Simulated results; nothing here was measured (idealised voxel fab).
The following is a process module called voxel ribs on slabs.
Section cut is 165 nm wide and gridded with 5 nm square cells.
In what follows, cross-sections appear as grids of square cells, described through bands that run from the top down, where every band is one or more rows of cells.
Within each band entry, the heights of the top and of the bottom of the band appear first, in that order and in nm; the materials of the band then follow from left to right, each with its corresponding width in nm. The designation "full width" on a single material indicates that it fills the band from edge to edge; the designation "blank" indicates empty space.
Heights from 0 (as-received wafer is one material below). Bottom band endless downward, as "from 0 down".
It should be noted that a width expressed as "30 to 40" varies in equal increments from row to row of cells within the band, taking the value of the first number at the top row and that of the second number at the bottom row.
Where a step carries "no alteration", the cross-section came out of it unchanged, cell for cell.
Look at "Enclosed void entries" for the closed voids: empty spaces with no open path to the top, sized 8 cells or up. Each is width x height at distance, distance from the left edge, all nm.
It should be noted that, on the line of a given step, the content following the step's settings is a remark produced by the simulator itself with respect to that step.
"overlay nm", when on a step's line for a step with a mask, measures how far to the right of its planned place the mask lay; a negative measure means to the left.
**Process steps foreseen in the plan**
1: RECEIVE (material Si)
2: DIRECTIONAL_DEP (material SiO2; thk nm 20)
3: DIRECTIONAL_DEP (material polySi; thk nm 20)
4: PATTERN (tone cover; mask id RIB; material resist; width nm 15; thk nm 15; overlay nm 0)
5: DIRECTIONAL_ETCH (etch materials polySi; depth nm 15)
6: STRIP (etch materials resist)
7: DIRECTIONAL_DEP (material aC; thk nm 15)
8: PATTERN (tone cover; mask id SLAB; material resist; width nm 55; thk nm 30; overlay nm 0)
9: DIRECTIONAL_ETCH (etch materials aC; depth nm 15)
10: STRIP (etch materials resist)
11: DIRECTIONAL_ETCH (etch materials polySi; depth nm 5)
12: STRIP (etch materials aC)
13: FILL_DEP (material SiO2; thk nm 30)
14: CMP (height nm 60)
15: DIRECTIONAL_DEP (material W; thk nm 5)
16: DIRECTIONAL_DEP (material aC; thk nm 15)
17: PATTERN (tone cover; mask id HEATER; material resist; width nm 25; thk nm 35; overlay nm 0)
18: DIRECTIONAL_ETCH (etch materials aC; depth nm 15)
19: STRIP (etch materials resist)
20: DIRECTIONAL_ETCH (etch materials W; depth nm 5)
21: STRIP (etch materials aC)
22: CONFORMAL_DEP (material SiO2; thk nm 5)
**Incoming wafer, cross-sectional view, post step 1**
	from 0 down | Si full width
	Enclosed void entries: none
**Final cross-section, module run with one mistake (start and plan as above)**
	from 70 to 65 | blank 65 nm  SiO2 35 nm  blank 65 nm
	from 65 to 60 | SiO2 70 nm  W 25 nm  SiO2 70 nm
	from 60 to 45 | SiO2 75 nm  polySi 15 nm  SiO2 75 nm
	from 45 to 40 | SiO2 55 nm  polySi 55 nm  SiO2 55 nm
	from 40 to 0 | SiO2 full width
	from 0 down | Si full width
	Enclosed void entries: none
Here's what went sideways: step 2 from the plan got run twice
